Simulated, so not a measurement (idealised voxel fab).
This is a process module. Its name is voxel tone inversion.
The width of the displayed cross-section, cut, is 200 nm; its cells are square, with a size of 5 nm.
Reading order for cross-sections: top band down to bottom band. Underlying form: a grid of square cells. Band size: one or more rows of cells. Heads up on the band format: heights come first, top then bottom, in nm. After that it's the materials left to right, each with its width in nm. A single material flagged "edge to edge" fills the whole band edge to edge, and "blank" means there's empty space there. Zero point of the height axis is 0; under it, received wafer = one material. Lowest band: continues down indefinitely, "0 and below". Per-row width for "30->40": begins at first number (top row of band), ends at second number (bottom row), increment between rows held constant. Take "nothing got changed" at face value: in the step it is given for, the cross-section changed in none of its cells. Closed-off voids of 8+ cells (no open route to the top) go in "Encapsulated voids", written width x height at distance from the left edge, in nm. Text after the settings on a step's line: the simulator's own remark on that step. Steps that use a mask can have "overlay nm" on their line. It says how far the mask sat to the right of where it was meant to be. Negative means to the left.
THIS SECTION LISTS THE PROCESS STEPS THAT WERE PLANNED
step 1: RECEIVE (material Si)
step 2: CONFORMAL_DEP (material SiN; thk nm 10)
step 3: DIRECTIONAL_DEP (material aC; thk nm 15)
step 4: PATTERN (tone cover; mask id POSTS; material resist; width nm 15; pitch nm 35; thk nm 20; overlay nm -15)
step 5: DIRECTIONAL_ETCH (etch materials aC; depth nm 15)
step 6: STRIP (etch materials resist)
step 7: FILL_DEP (material SiO2; thk nm 10)
step 8: CMP (height nm 25)
step 9: STRIP (etch materials aC)
Among the wafers covered here, the point of difference is the overlay nm at step 4; their starting state is shared, and the plan presents the value of the first wafer.
THE FIRST OF SEVERAL WAFERS, AS RECEIVED AFTER STEP 1, SEEN IN SECTION
	0 and below: Si edge to edge
	Encapsulated voids: none
TAKE ANY ROW AND YOU HAVE A WAFER AT THE END OF THE MODULE: HOW MANY CELLS OF EACH MATERIAL IT HAS GAINED (+) OR LOST (-) SINCE IT WAS RECEIVED, AND THEN ITS CLOSED VOIDS
overlay nm -15; +80 SiN; +93 SiO2; Encapsulated voids: none
overlay nm -10; +80 SiN; +93 SiO2; Encapsulated voids: none
overlay nm -5; +80 SiN; +93 SiO2; Encapsulated voids: none
overlay nm 0; +80 SiN; +93 SiO2; Encapsulated voids: none
overlay nm 5; +80 SiN; +93 SiO2; Encapsulated voids: none
overlay nm 10; +80 SiN; +93 SiO2; Encapsulated voids: none
overlay nm 15; +80 SiN; +93 SiO2; Encapsulated voids: none
